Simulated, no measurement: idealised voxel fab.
Module name: voxel tone inversion (process module)
Pictured: cross-section cut, 140 nm wide, on a grid of 5 nm square cells.
Think of the cross-section as a grid of square cells. We describe it in bands, top to bottom, and each band covers one or more rows of those cells.
The band entry comprises the height of the band's top followed by the height of its bottom, expressed in nm, and subsequently the band's materials from left to right, each stated together with its width in nm. Where a single material is marked with the word "all across", that material fills the band from edge to edge. The word "empty" represents empty space.
Convention: height 0 is the level below which the wafer, as received, is all one material. The lowest band does not terminate at the bottom but continues downward, represented as "0 nm and below".
The two numbers in a width such as "30 to 40" mark its ends across the band: the first belongs to the top row of cells, the second to the bottom row, and from each row to the next the width moves by the same amount.
Given "all unchanged" for a step, no cell of the cross-section differs between before and after that step.
Empty spaces without an open route to the top, at least 8 cells in extent, make up the entry "Closed void list"; each is given as width x height at distance, where the distance is measured from the left edge, and all are in nm.
It should be noted that, on the line of a given step, the content following the step's settings is a remark produced by the simulator itself with respect to that step.
overlay nm: on a step with a mask, how far right of its planned place the mask lay; negative means left.
-- The planned process steps are enumerated hereunder
1,op RECEIVE | material Si
2,op CONFORMAL_DEP | material SiCN | thk nm 10
3,op DIRECTIONAL_DEP | material aC | thk nm 15
4,op PATTERN | tone cover | mask id POSTS | material resist | width nm 15 | pitch nm 30 | thk nm 25 | overlay nm 0
5,op DIRECTIONAL_ETCH | etch materials aC | depth nm 15
6,op STRIP | etch materials resist
7,op FILL_DEP | material lowk | thk nm 10
8,op CMP | height nm 25
9,op STRIP | etch materials aC
-- First out of two wafers; run went to plan
-- Here's what the wafer looked like in cross-section when it arrived - that's after step 1
0 nm and below | Si all across
Closed void list: none
-- Once step 2 is through, the wafer looks like this in cross-section
10 nm to 0 nm | SiCN all across
Heights below 0 show no change.
-- Once step 3 is through, the wafer looks like this in cross-section
25 nm to 10 nm | aC all across
Heights below 10 show no change.
-- Once step 4 is through, the wafer looks like this in cross-section
50 nm to 25 nm | empty 45 nm / resist 15 nm / empty 15 nm / resist 15 nm / empty 50 nm
Heights below 25 show no change.
-- Once step 5 is through, the wafer looks like this in cross-section
35 nm to 25 nm | empty 45 nm / resist 15 nm / empty 15 nm / resist 15 nm / empty 50 nm
25 nm to 10 nm | empty 45 nm / aC 15 nm / empty 15 nm / aC 15 nm / empty 50 nm
Heights below 10 show no change.
-- Once step 6 is through, the wafer looks like this in cross-section
25 nm to 10 nm | empty 45 nm / aC 15 nm / empty 15 nm / aC 15 nm / empty 50 nm
Heights below 10 show no change.
-- Once step 7 is through, the wafer looks like this in cross-section
35 nm to 25 nm | lowk all across
25 nm to 10 nm | lowk 45 nm / aC 15 nm / lowk 15 nm / aC 15 nm / lowk 50 nm
Heights below 10 show no change.
-- Once step 8 is through, the wafer looks like this in cross-section
25 nm to 10 nm | lowk 45 nm / aC 15 nm / lowk 15 nm / aC 15 nm / lowk 50 nm
Heights below 10 show no change.
-- Once step 9 is through, the wafer looks like this in cross-section
25 nm to 10 nm | lowk 45 nm / empty 15 nm / lowk 15 nm / empty 15 nm / lowk 50 nm
Heights below 10 show no change.
-- The second wafer: identical to the first at the outset and in its planned sequence, differing only in that one mistake was made during processing; up to and including step 3, its path is the first wafer's path
-- Cross-section, second wafer, at the end time the plan gives for step 4
50 nm to 25 nm | resist 45 nm / empty 15 nm / resist 15 nm / empty 15 nm / resist 50 nm
Heights below 25 show no change.
-- Cross-section, second wafer, at the end time the plan gives for step 5
35 nm to 25 nm | resist 45 nm / empty 15 nm / resist 15 nm / empty 15 nm / resist 50 nm
25 nm to 10 nm | aC 45 nm / empty 15 nm / aC 15 nm / empty 15 nm / aC 50 nm
Heights below 10 show no change.
-- Cross-section, second wafer, at the end time the plan gives for step 6
25 nm to 10 nm | aC 45 nm / empty 15 nm / aC 15 nm / empty 15 nm / aC 50 nm
Heights below 10 show no change.
-- Cross-section, second wafer, at the end time the plan gives for step 7
35 nm to 25 nm | lowk all across
25 nm to 10 nm | aC 45 nm / lowk 15 nm / aC 15 nm / lowk 15 nm / aC 50 nm
Heights below 10 show no change.
-- Cross-section, second wafer, at the end time the plan gives for step 8
25 nm to 10 nm | aC 45 nm / lowk 15 nm / aC 15 nm / lowk 15 nm / aC 50 nm
Heights below 10 show no change.
-- Cross-section, second wafer, at the end time the plan gives for step 9
25 nm to 10 nm | empty 45 nm / lowk 15 nm / empty 15 nm / lowk 15 nm / empty 50 nm
Heights below 10 show no change.
It is concluded that the wafer was processed incorrectly with respect to the plan, in that for step 4, the planned setting was not used; the step was instead run as op PATTERN | tone open | mask id POSTS | material resist | width nm 15 | pitch nm 30 | thk nm 25 | overlay nm 0
at the end the second wafer has, in cells: lowk: 48 fewer
